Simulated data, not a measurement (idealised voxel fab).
process module | voxel transistor to metal
cross-section cut | 290 nm wide | cells 5 nm
A cross-section is a grid of square cells, given in bands from the top down. A band is one or more rows of cells.
Each band's line starts with the height of the band's top and of its bottom, in nm. Then come its materials from left to right, each with its width in nm. One material with "throughout" fills the band from edge to edge. "air" is empty space.
Height 0 is the level under which the wafer as received is all one material. The lowest band goes on downwards, as in "0 down".
A width such as "30 to 40" changes by the same amount from each row of cells to the next, from the band's top row to its bottom row.
"no change" after a step means that no cell of the cross-section changed.
closed voids: empty space of 8 cells or more with no open way to the top, each as width x height at its distance from the left edge, in nm
after a step's settings: what the simulator itself notes on the step
overlay nm, on a step with a mask: how far to the right of its planned place the mask lay; to the left if negative
Each pair below shows a cross-section before one step and the cross-section after it, down to the lowest band that changed. The line under each pair gives the step between them, with its settings. The pairs can come from different runs of this module on the same starting wafer, so a pair continues from the pair above only where its "before" says so.
before
  65 to 60: W throughout
  60 to 55: TiN 30 | W 20 | TiN 45 | W 20 | TiN 55 | W 20 | TiN 45 | W 20 | TiN 35
  55 to 45: SiO2 25 | TiN 5 | W 20 | TiN 5 | SiO2 35 | TiN 5 | W 20 | TiN 5 | SiO2 45 | TiN 5 | W 20 | TiN 5 | SiO2 35 | TiN 5 | W 20 | TiN 5 | SiO2 30
  45 to 40: SiO2 25 | TiN 5 | W 15 | TiN 10 | SiO2 35 | TiN 15 | W 10 | TiN 5 | SiO2 45 | TiN 5 | W 15 | TiN 10 | SiO2 35 | TiN 15 | W 10 | TiN 5 | SiO2 30
  40 to 25: SiO2 25 | TiN 5 | W 15 | TiN 5 | SiN 10 | SiO2 5 | SiCN 20 | SiO2 5 | SiN 10 | TiN 5 | W 10 | TiN 5 | SiO2 45 | TiN 5 | W 15 | TiN 5 | SiN 10 | SiO2 5 | SiCN 20 | SiO2 5 | SiN 10 | TiN 5 | W 10 | TiN 5 | SiO2 30
  25 to 10: SiO2 25 | TiN 5 | W 15 | TiN 5 | SiN 10 | SiO2 5 | polySi 20 | SiO2 5 | SiN 10 | TiN 5 | W 10 | TiN 5 | SiO2 45 | TiN 5 | W 15 | TiN 5 | SiN 10 | SiO2 5 | polySi 20 | SiO2 5 | SiN 10 | TiN 5 | W 10 | TiN 5 | SiO2 30
  10 to 5: SiO2 25 | TiN 25 | SiN 10 | SiO2 5 | polySi 20 | SiO2 5 | SiN 10 | TiN 20 | SiO2 45 | TiN 25 | SiN 10 | SiO2 5 | polySi 20 | SiO2 5 | SiN 10 | TiN 20 | SiO2 30
  5 to 0: SiO2 20 | SiGe 30 | SiN 10 | SiO2 5 | polySi 20 | SiO2 5 | SiN 10 | SiGe 25 | SiO2 35 | SiGe 30 | SiN 10 | SiO2 5 | polySi 20 | SiO2 5 | SiN 10 | SiGe 25 | SiO2 25
  0 to -5: SiO2 15 | SiN 10 | SiGe 25 | SiN 10 | SiO2 5 | polySi 20 | SiO2 5 | SiN 10 | SiGe 20 | SiN 10 | SiO2 25 | SiN 10 | SiGe 25 | SiN 10 | SiO2 5 | polySi 20 | SiO2 5 | SiN 10 | SiGe 20 | SiN 10 | SiO2 20
  -5 to -10: SiO2 25 | SiGe 25 | SiO2 50 | SiGe 20 | SiO2 45 | SiGe 25 | SiO2 50 | SiGe 20 | SiO2 30
  -10 to -25: SiO2 15 | Si 10 | SiGe 25 | Si 50 | SiGe 20 | Si 10 | SiO2 25 | Si 10 | SiGe 25 | Si 50 | SiGe 20 | Si 10 | SiO2 20
  -25 down: Si throughout
  closed voids: none
after
  55 to 45: SiO2 25 | TiN 5 | W 20 | TiN 5 | SiO2 35 | TiN 5 | W 20 | TiN 5 | SiO2 45 | TiN 5 | W 20 | TiN 5 | SiO2 35 | TiN 5 | W 20 | TiN 5 | SiO2 30
  below 45: unchanged
  closed voids: none
the step between: op CMP | height nm 55
before: the cross-section after the pair above
after
  60 to 55: SiN throughout
  below 55: unchanged
  closed voids: none
the step between: op CONFORMAL_DEP | material SiN | thk nm 5
before: the cross-section after the pair above
after
  75 to 60: lowk throughout
  below 60: unchanged
  closed voids: none
the step between: op DIRECTIONAL_DEP | material lowk | thk nm 15
before: the cross-section after the pair above
after
  75 to 60: lowk 25 | air 20 | lowk 55 | air 20 | lowk 45 | air 20 | lowk 55 | air 20 | lowk 30
  below 60: unchanged
  closed voids: none
the step between: op MASKED_ETCH | tone open | mask id METAL_1 | width nm 20 | etch materials lowk | depth nm 15 | overlay nm 0
before: the cross-section after the pair above
after
  75 to 60: lowk 25 | air 20 | lowk 55 | air 20 | lowk 45 | air 20 | lowk 55 | air 20 | lowk 30
  60 to 55: SiN 25 | air 20 | SiN 55 | air 20 | SiN 45 | air 20 | SiN 55 | air 20 | SiN 30
  below 55: unchanged
  closed voids: none
the step between: op MASKED_ETCH | tone open | mask id METAL_1 | width nm 20 | etch materials SiN | depth nm 5 | overlay nm 0
before: the cross-section after the pair above
after
  80 to 75: TiN 30 | air 10 | TiN 65 | air 10 | TiN 55 | air 10 | TiN 65 | air 10 | TiN 35
  75 to 60: lowk 25 | TiN 5 | air 10 | TiN 5 | lowk 55 | TiN 5 | air 10 | TiN 5 | lowk 45 | TiN 5 | air 10 | TiN 5 | lowk 55 | TiN 5 | air 10 | TiN 5 | lowk 30
  60 to 55: SiN 25 | TiN 20 | SiN 55 | TiN 20 | SiN 45 | TiN 20 | SiN 55 | TiN 20 | SiN 30
  below 55: unchanged
  closed voids: none
the step between: op CONFORMAL_DEP | material TiN | thk nm 5
before: the cross-section after the pair above
after
  90 to 80: Cu throughout
  80 to 75: TiN 30 | Cu 10 | TiN 65 | Cu 10 | TiN 55 | Cu 10 | TiN 65 | Cu 10 | TiN 35
  75 to 60: lowk 25 | TiN 5 | Cu 10 | TiN 5 | lowk 55 | TiN 5 | Cu 10 | TiN 5 | lowk 45 | TiN 5 | Cu 10 | TiN 5 | lowk 55 | TiN 5 | Cu 10 | TiN 5 | lowk 30
  below 60: unchanged
  closed voids: none
the step between: op FILL_DEP | material Cu | thk nm 10
before: the cross-section after the pair above
after
  75 to 60: lowk 25 | TiN 5 | Cu 10 | TiN 5 | lowk 55 | TiN 5 | Cu 10 | TiN 5 | lowk 45 | TiN 5 | Cu 10 | TiN 5 | lowk 55 | TiN 5 | Cu 10 | TiN 5 | lowk 30
  below 60: unchanged
  closed voids: none
the step between: op CMP | height nm 75
before: the cross-section after the pair above
after
  80 to 75: air 20 | Ru 30 | air 45 | Ru 30 | air 35 | Ru 30 | air 45 | Ru 30 | air 25
  below 75: unchanged
  closed voids: none
the step between: op EPI | material Ru | thk nm 5
before: the cross-section after the pair above
after
  85 to 80: SiCN throughout
  80 to 75: SiCN 20 | Ru 30 | SiCN 45 | Ru 30 | SiCN 35 | Ru 30 | SiCN 45 | Ru 30 | SiCN 25
  below 75: unchanged
  closed voids: none
the step between: op FILL_DEP | material SiCN | thk nm 5
before
  75 to 60: lowk throughout
  60 to 55: SiN throughout
  55 to 45: SiO2 25 | TiN 5 | W 20 | TiN 5 | SiO2 35 | TiN 5 | W 20 | TiN 5 | SiO2 45 | TiN 5 | W 20 | TiN 5 | SiO2 35 | TiN 5 | W 20 | TiN 5 | SiO2 30
  45 to 40: SiO2 25 | TiN 5 | W 10 | TiN 15 | SiO2 35 | TiN 15 | W 10 | TiN 5 | SiO2 45 | TiN 5 | W 10 | TiN 15 | SiO2 35 | TiN 15 | W 10 | TiN 5 | SiO2 30
  40 to 25: SiO2 25 | TiN 5 | W 10 | TiN 5 | SiN 10 | SiO2 5 | SiCN 25 | SiO2 5 | SiN 10 | TiN 5 | W 10 | TiN 5 | SiO2 45 | TiN 5 | W 10 | TiN 5 | SiN 10 | SiO2 5 | SiCN 25 | SiO2 5 | SiN 10 | TiN 5 | W 10 | TiN 5 | SiO2 30
  25 to 10: SiO2 25 | TiN 5 | W 10 | TiN 5 | SiN 10 | SiO2 5 | polySi 25 | SiO2 5 | SiN 10 | TiN 5 | W 10 | TiN 5 | SiO2 45 | TiN 5 | W 10 | TiN 5 | SiN 10 | SiO2 5 | polySi 25 | SiO2 5 | SiN 10 | TiN 5 | W 10 | TiN 5 | SiO2 30
  10 to 5: SiO2 25 | TiN 20 | SiN 10 | SiO2 5 | polySi 25 | SiO2 5 | SiN 10 | TiN 20 | SiO2 45 | TiN 20 | SiN 10 | SiO2 5 | polySi 25 | SiO2 5 | SiN 10 | TiN 20 | SiO2 30
  5 to 0: SiO2 20 | SiGe 25 | SiN 10 | SiO2 5 | polySi 25 | SiO2 5 | SiN 10 | SiGe 25 | SiO2 35 | SiGe 25 | SiN 10 | SiO2 5 | polySi 25 | SiO2 5 | SiN 10 | SiGe 25 | SiO2 25
  0 to -5: SiO2 15 | SiN 10 | SiGe 20 | SiN 10 | SiO2 5 | polySi 25 | SiO2 5 | SiN 10 | SiGe 20 | SiN 10 | SiO2 25 | SiN 10 | SiGe 20 | SiN 10 | SiO2 5 | polySi 25 | SiO2 5 | SiN 10 | SiGe 20 | SiN 10 | SiO2 20
  -5 to -10: SiO2 25 | SiGe 20 | SiO2 55 | SiGe 20 | SiO2 45 | SiGe 20 | SiO2 55 | SiGe 20 | SiO2 30
  -10 to -25: SiO2 15 | Si 10 | SiGe 20 | Si 55 | SiGe 20 | Si 10 | SiO2 25 | Si 10 | SiGe 20 | Si 55 | SiGe 20 | Si 10 | SiO2 20
  -25 down: Si throughout
  closed voids: none
after
  75 to 60: lowk 30 | air 20 | lowk 55 | air 20 | lowk 45 | air 20 | lowk 55 | air 20 | lowk 25
  below 60: unchanged
  closed voids: none
the step between: op MASKED_ETCH | tone open | mask id METAL_1 | width nm 20 | etch materials lowk | depth nm 15 | overlay nm 5
before: the cross-section after the pair above
after
  75 to 60: lowk 30 | air 20 | lowk 55 | air 20 | lowk 45 | air 20 | lowk 55 | air 20 | lowk 25
  60 to 55: SiN 30 | air 15 | SiN 60 | air 15 | SiN 50 | air 15 | SiN 60 | air 15 | SiN 30
  below 55: unchanged
  closed voids: none
the step between: op MASKED_ETCH | tone open | mask id METAL_1 | width nm 20 | etch materials SiN | depth nm 5 | overlay nm 0
before: the cross-section after the pair above
after
  80 to 75: TiN 35 | air 10 | TiN 65 | air 10 | TiN 55 | air 10 | TiN 65 | air 10 | TiN 30
  75 to 65: lowk 30 | TiN 5 | air 10 | TiN 5 | lowk 55 | TiN 5 | air 10 | TiN 5 | lowk 45 | TiN 5 | air 10 | TiN 5 | lowk 55 | TiN 5 | air 10 | TiN 5 | lowk 25
  65 to 60: lowk 30 | TiN 5 | air 5 | TiN 10 | lowk 55 | TiN 5 | air 5 | TiN 10 | lowk 45 | TiN 5 | air 5 | TiN 10 | lowk 55 | TiN 5 | air 5 | TiN 10 | lowk 25
  60 to 55: SiN 30 | TiN 15 | SiN 60 | TiN 15 | SiN 50 | TiN 15 | SiN 60 | TiN 15 | SiN 30
  below 55: unchanged
  closed voids: none
the step between: op CONFORMAL_DEP | material TiN | thk nm 5
before: the cross-section after the pair above
after
  90 to 80: Cu throughout
  80 to 75: TiN 35 | Cu 10 | TiN 65 | Cu 10 | TiN 55 | Cu 10 | TiN 65 | Cu 10 | TiN 30
  75 to 65: lowk 30 | TiN 5 | Cu 10 | TiN 5 | lowk 55 | TiN 5 | Cu 10 | TiN 5 | lowk 45 | TiN 5 | Cu 10 | TiN 5 | lowk 55 | TiN 5 | Cu 10 | TiN 5 | lowk 25
  65 to 60: lowk 30 | TiN 5 | Cu 5 | TiN 10 | lowk 55 | TiN 5 | Cu 5 | TiN 10 | lowk 45 | TiN 5 | Cu 5 | TiN 10 | lowk 55 | TiN 5 | Cu 5 | TiN 10 | lowk 25
  below 60: unchanged
  closed voids: none
the step between: op FILL_DEP | material Cu | thk nm 10
before: the cross-section after the pair above
after
  75 to 65: lowk 30 | TiN 5 | Cu 10 | TiN 5 | lowk 55 | TiN 5 | Cu 10 | TiN 5 | lowk 45 | TiN 5 | Cu 10 | TiN 5 | lowk 55 | TiN 5 | Cu 10 | TiN 5 | lowk 25
  below 65: unchanged
  closed voids: none
the step between: op CMP | height nm 75
before: the cross-section after the pair above
after
  80 to 75: air 25 | Ru 30 | air 45 | Ru 30 | air 35 | Ru 30 | air 45 | Ru 30 | air 20
  below 75: unchanged
  closed voids: none
the step between: op EPI | material Ru | thk nm 5
before: the cross-section after the pair above
after
  85 to 80: SiCN throughout
  80 to 75: SiCN 25 | Ru 30 | SiCN 45 | Ru 30 | SiCN 35 | Ru 30 | SiCN 45 | Ru 30 | SiCN 20
  below 75: unchanged
  closed voids: none
the step between: op FILL_DEP | material SiCN | thk nm 5
before
  55 to 45: SiO2 25 | TiN 5 | W 20 | TiN 5 | SiO2 35 | TiN 5 | W 20 | TiN 5 | SiO2 45 | TiN 5 | W 20 | TiN 5 | SiO2 35 | TiN 5 | W 20 | TiN 5 | SiO2 30
  45 to 40: SiO2 25 | TiN 5 | W 10 | TiN 15 | SiO2 35 | TiN 15 | W 10 | TiN 5 | SiO2 45 | TiN 5 | W 10 | TiN 15 | SiO2 35 | TiN 15 | W 10 | TiN 5 | SiO2 30
  40 to 25: SiO2 25 | TiN 5 | W 10 | TiN 5 | SiN 10 | SiO2 5 | SiCN 25 | SiO2 5 | SiN 10 | TiN 5 | W 10 | TiN 5 | SiO2 45 | TiN 5 | W 10 | TiN 5 | SiN 10 | SiO2 5 | SiCN 25 | SiO2 5 | SiN 10 | TiN 5 | W 10 | TiN 5 | SiO2 30
  25 to 10: SiO2 25 | TiN 5 | W 10 | TiN 5 | SiN 10 | SiO2 5 | polySi 25 | SiO2 5 | SiN 10 | TiN 5 | W 10 | TiN 5 | SiO2 45 | TiN 5 | W 10 | TiN 5 | SiN 10 | SiO2 5 | polySi 25 | SiO2 5 | SiN 10 | TiN 5 | W 10 | TiN 5 | SiO2 30
  10 to 5: SiO2 25 | TiN 20 | SiN 10 | SiO2 5 | polySi 25 | SiO2 5 | SiN 10 | TiN 20 | SiO2 45 | TiN 20 | SiN 10 | SiO2 5 | polySi 25 | SiO2 5 | SiN 10 | TiN 20 | SiO2 30
  5 to 0: SiO2 20 | SiGe 25 | SiN 10 | SiO2 5 | polySi 25 | SiO2 5 | SiN 10 | SiGe 25 | SiO2 35 | SiGe 25 | SiN 10 | SiO2 5 | polySi 25 | SiO2 5 | SiN 10 | SiGe 25 | SiO2 25
  0 to -5: SiO2 15 | SiN 10 | SiGe 20 | SiN 10 | SiO2 5 | polySi 25 | SiO2 5 | SiN 10 | SiGe 20 | SiN 10 | SiO2 25 | SiN 10 | SiGe 20 | SiN 10 | SiO2 5 | polySi 25 | SiO2 5 | SiN 10 | SiGe 20 | SiN 10 | SiO2 20
  -5 to -10: SiO2 25 | SiGe 20 | SiO2 55 | SiGe 20 | SiO2 45 | SiGe 20 | SiO2 55 | SiGe 20 | SiO2 30
  -10 to -25: SiO2 15 | Si 10 | SiGe 20 | Si 55 | SiGe 20 | Si 10 | SiO2 25 | Si 10 | SiGe 20 | Si 55 | SiGe 20 | Si 10 | SiO2 20
  -25 down: Si throughout
  closed voids: none
after
  60 to 55: W throughout
  below 55: unchanged
  closed voids: none
the step between: op CONFORMAL_DEP | material W | thk nm 5
before: the cross-section after the pair above
after
  75 to 60: lowk throughout
  below 60: unchanged
  closed voids: none
the step between: op DIRECTIONAL_DEP | material lowk | thk nm 15
before: the cross-section after the pair above
after
  75 to 60: lowk 25 | air 20 | lowk 55 | air 20 | lowk 45 | air 20 | lowk 55 | air 20 | lowk 30
  below 60: unchanged
  closed voids: none
the step between: op MASKED_ETCH | tone open | mask id METAL_1 | width nm 20 | etch materials lowk | depth nm 15 | overlay nm 0
before: the cross-section after the pair above
after
  80 to 75: TiN 30 | air 10 | TiN 65 | air 10 | TiN 55 | air 10 | TiN 65 | air 10 | TiN 35
  75 to 65: lowk 25 | TiN 5 | air 10 | TiN 5 | lowk 55 | TiN 5 | air 10 | TiN 5 | lowk 45 | TiN 5 | air 10 | TiN 5 | lowk 55 | TiN 5 | air 10 | TiN 5 | lowk 30
  65 to 60: lowk 25 | TiN 20 | lowk 55 | TiN 20 | lowk 45 | TiN 20 | lowk 55 | TiN 20 | lowk 30
  below 60: unchanged
  closed voids: none
the step between: op CONFORMAL_DEP | material TiN | thk nm 5
before: the cross-section after the pair above
after
  90 to 80: Cu throughout
  80 to 75: TiN 30 | Cu 10 | TiN 65 | Cu 10 | TiN 55 | Cu 10 | TiN 65 | Cu 10 | TiN 35
  75 to 65: lowk 25 | TiN 5 | Cu 10 | TiN 5 | lowk 55 | TiN 5 | Cu 10 | TiN 5 | lowk 45 | TiN 5 | Cu 10 | TiN 5 | lowk 55 | TiN 5 | Cu 10 | TiN 5 | lowk 30
  below 65: unchanged
  closed voids: none
the step between: op FILL_DEP | material Cu | thk nm 10
before: the cross-section after the pair above
after
  75 to 65: lowk 25 | TiN 5 | Cu 10 | TiN 5 | lowk 55 | TiN 5 | Cu 10 | TiN 5 | lowk 45 | TiN 5 | Cu 10 | TiN 5 | lowk 55 | TiN 5 | Cu 10 | TiN 5 | lowk 30
  below 65: unchanged
  closed voids: none
the step between: op CMP | height nm 75
before: the cross-section after the pair above
after
  80 to 75: air 20 | Ru 30 | air 45 | Ru 30 | air 35 | Ru 30 | air 45 | Ru 30 | air 25
  below 75: unchanged
  closed voids: none
the step between: op EPI | material Ru | thk nm 5
before: the cross-section after the pair above
after
  85 to 80: SiCN throughout
  80 to 75: SiCN 20 | Ru 30 | SiCN 45 | Ru 30 | SiCN 35 | Ru 30 | SiCN 45 | Ru 30 | SiCN 25
  below 75: unchanged
  closed voids: none
the step between: op FILL_DEP | material SiCN | thk nm 5
before
  10 to 0: SiN throughout
  0 to -5: SiO2 throughout
  -5 down: Si throughout
  closed voids: none
after
  25 to 10: resist 15 | air 115 | resist 25 | air 115 | resist 20
  below 10: unchanged
  closed voids: none
the step between: op PATTERN | tone open | mask id ACTIVE | material resist | width nm 115 | pitch nm 140 | thk nm 15 | overlay nm 0
before: the cross-section after the pair above
after
  25 to 10: resist 15 | air 115 | resist 25 | air 115 | resist 20
  10 to 0: SiN 15 | air 115 | SiN 25 | air 115 | SiN 20
  below 0: unchanged
  closed voids: none
the step between: op DIRECTIONAL_ETCH | etch materials SiN | depth nm 10
before: the cross-section after the pair above
after
  25 to 10: resist 15 | air 115 | resist 25 | air 115 | resist 20
  10 to 0: SiN 15 | air 115 | SiN 25 | air 115 | SiN 20
  0 to -5: SiO2 15 | air 115 | SiO2 25 | air 115 | SiO2 20
  below -5: unchanged
  closed voids: none
the step between: op DIRECTIONAL_ETCH | etch materials SiO2 | depth nm 5
before: the cross-section after the pair above
after
  25 to 10: resist 15 | air 115 | resist 25 | air 115 | resist 20
  10 to 0: SiN 15 | air 115 | SiN 25 | air 115 | SiN 20
  0 to -5: SiO2 15 | air 115 | SiO2 25 | air 115 | SiO2 20
  -5 to -25: Si 15 | air 115 | Si 25 | air 115 | Si 20
  below -25: unchanged
  closed voids: none
the step between: op DIRECTIONAL_ETCH | etch materials Si | depth nm 20
before: the cross-section after the pair above
after
  10 to 0: SiN 15 | air 115 | SiN 25 | air 115 | SiN 20
  below 0: unchanged
  closed voids: none
the step between: op STRIP | etch materials resist
before: the cross-section after the pair above
after
  20 to 10: SiO2 throughout
  10 to 0: SiN 15 | SiO2 115 | SiN 25 | SiO2 115 | SiN 20
  0 to -5: SiO2 throughout
  -5 to -25: Si 15 | SiO2 115 | Si 25 | SiO2 115 | Si 20
  below -25: unchanged
  closed voids: none
the step between: op FILL_DEP | material SiO2 | thk nm 10
before: the cross-section after the pair above
after
  10 to 0: SiN 15 | SiO2 115 | SiN 25 | SiO2 115 | SiN 20
  below 0: unchanged
  closed voids: none
the step between: op CMP | height nm 10
before: the cross-section after the pair above
after
  10 to 5: SiN 15 | air 115 | SiN 25 | air 115 | SiN 20
  below 5: unchanged
  closed voids: none
the step between: op SELECTIVE_ETCH | etch materials SiO2 | depth nm 5
before: the cross-section after the pair above
after
  5 to 0: air 15 | SiO2 115 | air 25 | SiO2 115 | air 20
  below 0: unchanged
  closed voids: none
the step between: op STRIP | etch materials SiN
before: the cross-section after the pair above
after
  0 to -5: air 20 | SiO2 105 | air 35 | SiO2 105 | air 25
  below -5: unchanged
  closed voids: none
the step between: op SELECTIVE_ETCH | etch materials SiO2 | depth nm 5
before: the cross-section after the pair above
after
  0 to -5: air 20 | SiO2 105 | air 35 | SiO2 105 | air 25
  -5 to -10: SiO2 throughout
  below -10: unchanged
  closed voids: none
the step between: op OXIDIZE | depth nm 5
before: the cross-section after the pair above
after
  30 to 25: air 20 | polySi 105 | air 35 | polySi 105 | air 25
  25 to 0: polySi throughout
  0 to -5: polySi 20 | SiO2 105 | polySi 35 | SiO2 105 | polySi 25
  below -5: unchanged
  closed voids: none
the step between: op DIRECTIONAL_DEP | material polySi | thk nm 30
before: the cross-section after the pair above
after
  45 to 40: air 20 | SiCN 105 | air 35 | SiCN 105 | air 25
  40 to 30: SiCN throughout
  30 to 25: SiCN 20 | polySi 105 | SiCN 35 | polySi 105 | SiCN 25
  below 25: unchanged
  closed voids: none
the step between: op DIRECTIONAL_DEP | material SiCN | thk nm 15
before: the cross-section after the pair above
after
  55 to 50: air 20 | aC 105 | air 35 | aC 105 | air 25
  50 to 45: aC throughout
  45 to 40: aC 20 | SiCN 105 | aC 35 | SiCN 105 | aC 25
  below 40: unchanged
  closed voids: none
the step between: op DIRECTIONAL_DEP | material aC | thk nm 10
before: the cross-section after the pair above
after
  80 to 55: air 60 | resist 25 | air 115 | resist 25 | air 65
  below 55: unchanged
  closed voids: none
the step between: op PATTERN | tone cover | mask id GATE | material resist | width nm 25 | pitch nm 140 | thk nm 25 | overlay nm 0
before: the cross-section after the pair above
after
  70 to 55: air 60 | resist 25 | air 115 | resist 25 | air 65
  55 to 45: air 60 | aC 25 | air 115 | aC 25 | air 65
  45 to 40: air 20 | SiCN 105 | air 35 | SiCN 105 | air 25
  below 40: unchanged
  closed voids: none
the step between: op DIRECTIONAL_ETCH | etch materials aC | depth nm 10
before: the cross-section after the pair above
after
  55 to 45: air 60 | aC 25 | air 115 | aC 25 | air 65
  below 45: unchanged
  closed voids: none
the step between: op STRIP | etch materials resist
before: the cross-section after the pair above
after
  55 to 45: air 60 | aC 25 | air 115 | aC 25 | air 65
  45 to 30: air 60 | SiCN 25 | air 115 | SiCN 25 | air 65
  30 to 25: air 20 | polySi 105 | air 35 | polySi 105 | air 25
  below 25: unchanged
  closed voids: none
the step between: op DIRECTIONAL_ETCH | etch materials SiCN | depth nm 25
before: the cross-section after the pair above
after
  55 to 45: air 60 | aC 25 | air 115 | aC 25 | air 65
  45 to 30: air 60 | SiCN 25 | air 115 | SiCN 25 | air 65
  30 to 0: air 60 | polySi 25 | air 115 | polySi 25 | air 65
  0 to -5: air 20 | SiO2 105 | air 35 | SiO2 105 | air 25
  below -5: unchanged
  closed voids: none
the step between: op DIRECTIONAL_ETCH | etch materials polySi | depth nm 40
before: the cross-section after the pair above
after
  45 to 30: air 60 | SiCN 25 | air 115 | SiCN 25 | air 65
  below 30: unchanged
  closed voids: none
the step between: op STRIP | etch materials aC
before: the cross-section after the pair above
after
  50 to 45: air 55 | SiO2 35 | air 105 | SiO2 35 | air 60
  45 to 30: air 55 | SiO2 5 | SiCN 25 | SiO2 5 | air 105 | SiO2 5 | SiCN 25 | SiO2 5 | air 60
  30 to 5: air 55 | SiO2 5 | polySi 25 | SiO2 5 | air 105 | SiO2 5 | polySi 25 | SiO2 5 | air 60
  5 to 0: air 15 | SiO2 45 | polySi 25 | SiO2 45 | air 25 | SiO2 45 | polySi 25 | SiO2 45 | air 20
  0 to -10: SiO2 throughout
  below -10: unchanged
  closed voids: none
the step between: op CONFORMAL_DEP | material SiO2 | thk nm 5
before: the cross-section after the pair above
after
  45 to 30: air 55 | SiO2 5 | SiCN 25 | SiO2 5 | air 105 | SiO2 5 | SiCN 25 | SiO2 5 | air 60
  30 to 0: air 55 | SiO2 5 | polySi 25 | SiO2 5 | air 105 | SiO2 5 | polySi 25 | SiO2 5 | air 60
  0 to -5: air 15 | SiO2 115 | air 25 | SiO2 115 | air 20
  below -5: unchanged
  closed voids: none
the step between: op DIRECTIONAL_ETCH | etch materials SiO2 | depth nm 5
before: the cross-section after the pair above
after
  55 to 45: air 45 | SiN 55 | air 85 | SiN 55 | air 50
  45 to 30: air 45 | SiN 10 | SiO2 5 | SiCN 25 | SiO2 5 | SiN 10 | air 85 | SiN 10 | SiO2 5 | SiCN 25 | SiO2 5 | SiN 10 | air 50
  30 to 10: air 45 | SiN 10 | SiO2 5 | polySi 25 | SiO2 5 | SiN 10 | air 85 | SiN 10 | SiO2 5 | polySi 25 | SiO2 5 | SiN 10 | air 50
  10 to 5: air 5 | SiN 50 | SiO2 5 | polySi 25 | SiO2 5 | SiN 50 | air 5 | SiN 50 | SiO2 5 | polySi 25 | SiO2 5 | SiN 50 | air 10
  5 to 0: SiN 55 | SiO2 5 | polySi 25 | SiO2 5 | SiN 105 | SiO2 5 | polySi 25 | SiO2 5 | SiN 60
  0 to -5: SiN 15 | SiO2 115 | SiN 25 | SiO2 115 | SiN 20
  below -5: unchanged
  closed voids: none
the step between: op CONFORMAL_DEP | material SiN | thk nm 10
before: the cross-section after the pair above
after
  45 to 30: air 45 | SiN 10 | SiO2 5 | SiCN 25 | SiO2 5 | SiN 10 | air 85 | SiN 10 | SiO2 5 | SiCN 25 | SiO2 5 | SiN 10 | air 50
  30 to 0: air 45 | SiN 10 | SiO2 5 | polySi 25 | SiO2 5 | SiN 10 | air 85 | SiN 10 | SiO2 5 | polySi 25 | SiO2 5 | SiN 10 | air 50
  0 to -5: air 5 | SiN 10 | SiO2 115 | SiN 10 | air 5 | SiN 10 | SiO2 115 | SiN 10 | air 10
  below -5: unchanged
  closed voids: none
the step between: op DIRECTIONAL_ETCH | etch materials SiN | depth nm 10
before: the cross-section after the pair above
after
  45 to 40: air 45 | SiN 10 | air 5 | SiCN 25 | air 5 | SiN 10 | air 85 | SiN 10 | air 5 | SiCN 25 | air 5 | SiN 10 | air 50
  40 to 30: air 45 | SiN 10 | SiO2 5 | SiCN 25 | SiO2 5 | SiN 10 | air 85 | SiN 10 | SiO2 5 | SiCN 25 | SiO2 5 | SiN 10 | air 50
  30 to 0: air 45 | SiN 10 | SiO2 5 | polySi 25 | SiO2 5 | SiN 10 | air 85 | SiN 10 | SiO2 5 | polySi 25 | SiO2 5 | SiN 10 | air 50
  0 to -5: air 5 | SiN 10 | air 30 | SiO2 55 | air 30 | SiN 10 | air 5 | SiN 10 | air 30 | SiO2 55 | air 30 | SiN 10 | air 10
  -5 to -10: air 5 | SiO2 135 | air 5 | SiO2 135 | air 10
  below -10: unchanged
  closed voids: none
the step between: op DIRECTIONAL_ETCH | etch materials SiO2 | depth nm 5
before: the cross-section after the pair above
after
  45 to 40: air 45 | SiN 10 | air 5 | SiCN 25 | air 5 | SiN 10 | air 85 | SiN 10 | air 5 | SiCN 25 | air 5 | SiN 10 | air 50
  40 to 30: air 45 | SiN 10 | SiO2 5 | SiCN 25 | SiO2 5 | SiN 10 | air 85 | SiN 10 | SiO2 5 | SiCN 25 | SiO2 5 | SiN 10 | air 50
  30 to 0: air 45 | SiN 10 | SiO2 5 | polySi 25 | SiO2 5 | SiN 10 | air 85 | SiN 10 | SiO2 5 | polySi 25 | SiO2 5 | SiN 10 | air 50
  0 to -5: air 5 | SiN 10 | air 30 | SiO2 55 | air 30 | SiN 10 | air 5 | SiN 10 | air 30 | SiO2 55 | air 30 | SiN 10 | air 10
  -5 to -10: air 5 | SiO2 135 | air 5 | SiO2 135 | air 10
  -10 to -25: air 5 | Si 10 | SiO2 115 | Si 10 | air 5 | Si 10 | SiO2 115 | Si 10 | air 10
  below -25: unchanged
  closed voids: none
the step between: op DIRECTIONAL_ETCH | etch materials Si | depth nm 15
before: the cross-section after the pair above
after
  45 to 40: air 45 | SiN 10 | air 5 | SiCN 25 | air 5 | SiN 10 | air 85 | SiN 10 | air 5 | SiCN 25 | air 5 | SiN 10 | air 50
  40 to 30: air 45 | SiN 10 | SiO2 5 | SiCN 25 | SiO2 5 | SiN 10 | air 85 | SiN 10 | SiO2 5 | SiCN 25 | SiO2 5 | SiN 10 | air 50
  30 to 5: air 45 | SiN 10 | SiO2 5 | polySi 25 | SiO2 5 | SiN 10 | air 85 | SiN 10 | SiO2 5 | polySi 25 | SiO2 5 | SiN 10 | air 50
  5 to 0: SiGe 10 | air 35 | SiN 10 | SiO2 5 | polySi 25 | SiO2 5 | SiN 10 | air 35 | SiGe 15 | air 35 | SiN 10 | SiO2 5 | polySi 25 | SiO2 5 | SiN 10 | air 35 | SiGe 15
  0 to -5: SiGe 5 | SiN 10 | air 30 | SiO2 55 | air 30 | SiN 10 | SiGe 5 | SiN 10 | air 30 | SiO2 55 | air 30 | SiN 10 | SiGe 10
  -5 to -10: SiGe 5 | SiO2 135 | SiGe 5 | SiO2 135 | SiGe 10
  -10 to -25: SiGe 5 | Si 10 | SiO2 115 | Si 10 | SiGe 5 | Si 10 | SiO2 115 | Si 10 | SiGe 10
  below -25: unchanged
  closed voids: none
the step between: op EPI | material SiGe | thk nm 15
before: the cross-section after the pair above
after
  50 to 45: SiO2 throughout
  45 to 30: SiO2 45 | SiN 10 | SiO2 5 | SiCN 25 | SiO2 5 | SiN 10 | SiO2 85 | SiN 10 | SiO2 5 | SiCN 25 | SiO2 5 | SiN 10 | SiO2 50
  30 to 5: SiO2 45 | SiN 10 | SiO2 5 | polySi 25 | SiO2 5 | SiN 10 | SiO2 85 | SiN 10 | SiO2 5 | polySi 25 | SiO2 5 | SiN 10 | SiO2 50
  5 to 0: SiGe 10 | SiO2 35 | SiN 10 | SiO2 5 | polySi 25 | SiO2 5 | SiN 10 | SiO2 35 | SiGe 15 | SiO2 35 | SiN 10 | SiO2 5 | polySi 25 | SiO2 5 | SiN 10 | SiO2 35 | SiGe 15
  0 to -5: SiGe 5 | SiN 10 | SiO2 115 | SiN 10 | SiGe 5 | SiN 10 | SiO2 115 | SiN 10 | SiGe 10
  below -5: unchanged
  closed voids: none
the step between: op FILL_DEP | material SiO2 | thk nm 5
